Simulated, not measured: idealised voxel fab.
Module name: voxel fin reveal (process module)
Square cell edge 5 nm, section width 210 nm, ID cut.
A cross-section in this document is a grid of square cells, and it is written down as bands, the top band listed before the ones below it; a band is made up of one or more rows of cells.
Heads up on the band format: heights come first, top then bottom, in nm. After that it's the materials left to right, each with its width in nm. A single material flagged "full width" fills the whole band edge to edge, and "blank" means there's empty space there.
Beneath 0, the wafer as received is one material, and that level is where height counting begins. The lowest band goes on downward without a bottom; it is written like "from 0 down".
Width spec "30..40" -> top row of cells at first value, bottom row at second value, equal per-row change in between.
The designation "stayed the same", where it is given for a processing step, indicates that no cell of the cross-section was altered in the course of that step.
Under "Closed void entries" you'll find the enclosed gaps, the ones with no way out to the top, that are 8 cells or bigger; each reads width x height at distance, with distance counted from the left edge, everything in nm.
Formally, on a step line, whatever follows the settings is a remark that the simulator itself makes on the step.
"overlay nm" denotes, for a step that has a mask, the displacement of the mask to the right of its planned place, with negative values corresponding to the left.
Steps planned for the process:
step 1: RECEIVE, material Si
step 2: CONFORMAL_DEP, material SiN, thk nm 10
step 3: DIRECTIONAL_DEP, material aC, thk nm 15
step 4: PATTERN, tone cover, mask id FINS, material resist, width nm 15, pitch nm 40, thk nm 30, overlay nm 0
step 5: DIRECTIONAL_ETCH, etch materials aC, depth nm 15
step 6: STRIP, etch materials resist
step 7: DIRECTIONAL_ETCH, etch materials SiN, depth nm 10
step 8: DIRECTIONAL_ETCH, etch materials Si, depth nm 30
step 9: STRIP, etch materials aC
step 10: FILL_DEP, material SiO2, thk nm 15
step 11: CMP, height nm 10
step 12: SELECTIVE_ETCH, etch materials SiO2, depth nm 30
step 13: STRIP, etch materials SiN
step 14: CONFORMAL_DEP, material HfO2, thk nm 5
Cross-section of the wafer as it came to us, i.e., already through step 1:
from 0 down | Si full width
Closed void entries: none
The following cross-section depicts the wafer upon conclusion of the module. Processing commenced from the starting condition illustrated above and adhered to the plan illustrated above, save for one mistake in execution:
from 5 to 0 | blank=70; HfO2=30; blank=10; HfO2=30; blank=70
from 0 to -15 | blank=70; HfO2=5; Si=20; HfO2=5; blank=10; HfO2=5; Si=20; HfO2=5; blank=70
from -15 to -20 | HfO2=75; Si=20; HfO2=20; Si=20; HfO2=75
from -20 to -30 | SiO2=75; Si=20; SiO2=20; Si=20; SiO2=75
from -30 down | Si full width
Closed void entries: none
Against the plan, the run slipped here: rather than as planned, step 4 actually ran as PATTERN, tone cover, mask id FINS, material resist, width nm 20, pitch nm 40, thk nm 30, overlay nm 0
